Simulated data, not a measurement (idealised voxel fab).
Process module heading - voxel tone inversion
The figure presents cross-section cut, which has a width of 155 nm and is divided into square cells with an edge length of 5 nm.
A cross-section is written here as square cells arranged in a grid, and it is given in bands from the top down, each band taking up one or more rows of cells. Within each band entry, the heights of the top and of the bottom of the band appear first, in that order and in nm; the materials of the band then follow from left to right, each with its corresponding width in nm. The designation "full width" on a single material indicates that it fills the band from edge to edge; the designation "air" indicates empty space. Where do heights start? At 0: under that level the wafer as delivered is made of one material only. And the lowest band has no floor; it just carries on downward, as in "top 0, no bottom". A width given as "30 to 40" starts at the first number in the band's top row and ends at the second number in its bottom row, shifting by an equal amount at every step from row to row. Key: "remained unchanged" - step with no changed cell in the cross-section. Basically, "Closed cavities" tells you about the enclosed voids: empty spaces with no open way to the top, 8 cells or bigger, each written width x height at distance, where distance is from the left edge, all in nm. Formally, on a step line, whatever follows the settings is a remark that the simulator itself makes on the step. overlay nm: step with mask; distance mask lay right of planned place; negative value = left of planned place.
# Process steps - plan
1: RECEIVE: material Si
2: CONFORMAL_DEP: material SiN, thk nm 5
3: DIRECTIONAL_DEP: material polySi, thk nm 15
4: PATTERN: tone cover, mask id POSTS, material resist, width nm 25, pitch nm 55, thk nm 20, overlay nm 0
5: DIRECTIONAL_ETCH: etch materials polySi, depth nm 15
6: STRIP: etch materials resist
7: FILL_DEP: material lowk, thk nm 5
8: CMP: height nm 20
9: STRIP: etch materials polySi
10: CONFORMAL_DEP: material TiN, thk nm 5
11: FILL_DEP: material Ru, thk nm 10
12: CMP: height nm 20
13: CONFORMAL_DEP: material SiN, thk nm 5
# Cross-section of the wafer upon arrival, representing the state reached after step 1
- top 0, no bottom = Si full width
- Closed cavities: none
# Cross-sectional result after module completion. Note: starting condition and plan are unchanged from above; one processing mistake was made
- top 25, bottom 15 = SiN full width
- top 15, bottom 0 = polySi full width
- top 0, no bottom = Si full width
- Closed cavities: none
In executing the process, a mistake was made relative to the plan: order of steps 2 and 3 inverted relative to the plan
